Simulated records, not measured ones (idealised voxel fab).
process module | voxel double patterning
cross-section cut | 165 nm wide | cells 5 nm
A cross-section is a grid of square cells, given in bands from the top down. A band is one or more rows of cells.
Each band's line starts with the height of the band's top and of its bottom, in nm. Then come its materials from left to right, each with its width in nm. One material with "throughout" fills the band from edge to edge. "air" is empty space.
Height 0 is the level under which the wafer as received is all one material. The lowest band goes on downwards, as in "0 down".
A width such as "30 to 40" changes by the same amount from each row of cells to the next, from the band's top row to its bottom row.
"no change" after a step means that no cell of the cross-section changed.
closed voids: empty space of 8 cells or more with no open way to the top, each as width x height at its distance from the left edge, in nm
after a step's settings: what the simulator itself notes on the step
overlay nm, on a step with a mask: how far to the right of its planned place the mask lay; to the left if negative
plan
1 op RECEIVE | material Si
2 op CONFORMAL_DEP | material SiO2 | thk nm 10
3 op DIRECTIONAL_DEP | material TiN | thk nm 20
4 op DIRECTIONAL_DEP | material SiCN | thk nm 5
5 op DIRECTIONAL_DEP | material aC | thk nm 15
6 op PATTERN | tone open | mask id FIRST | material resist | width nm 15 | pitch nm 50 | thk nm 35 | overlay nm 0
7 op DIRECTIONAL_ETCH | etch materials aC | depth nm 15
8 op STRIP | etch materials resist
9 op DIRECTIONAL_ETCH | etch materials SiCN | depth nm 5
10 op STRIP | etch materials aC
11 op PATTERN | tone open | mask id SECOND | material resist | width nm 15 | pitch nm 50 | thk nm 20 | overlay nm 0
12 op DIRECTIONAL_ETCH | etch materials SiCN | depth nm 5
13 op STRIP | etch materials resist
14 op DIRECTIONAL_ETCH | etch materials TiN | depth nm 20
15 op STRIP | etch materials SiCN
as received, after step 1
  0 down: Si throughout
  closed voids: none
first wafer at the end, as planned
  30 to 10: TiN 25 | air 15 | TiN 10 | air 15 | TiN 10 | air 15 | TiN 10 | air 15 | TiN 10 | air 15 | TiN 25
  10 to 0: SiO2 throughout
  0 down: Si throughout
  closed voids: none
second wafer at the end: like start, like plan, one mistake
  30 to 10: air 50 | TiN 15 | air 35 | TiN 15 | air 50
  10 to 0: SiO2 throughout
  0 down: Si throughout
  closed voids: none
what went wrong: step 11 ran as: op PATTERN | tone cover | mask id SECOND | material resist | width nm 15 | pitch nm 50 | thk nm 20 | overlay nm 0
at the end the second wafer has, in cells: 48 fewer of TiN
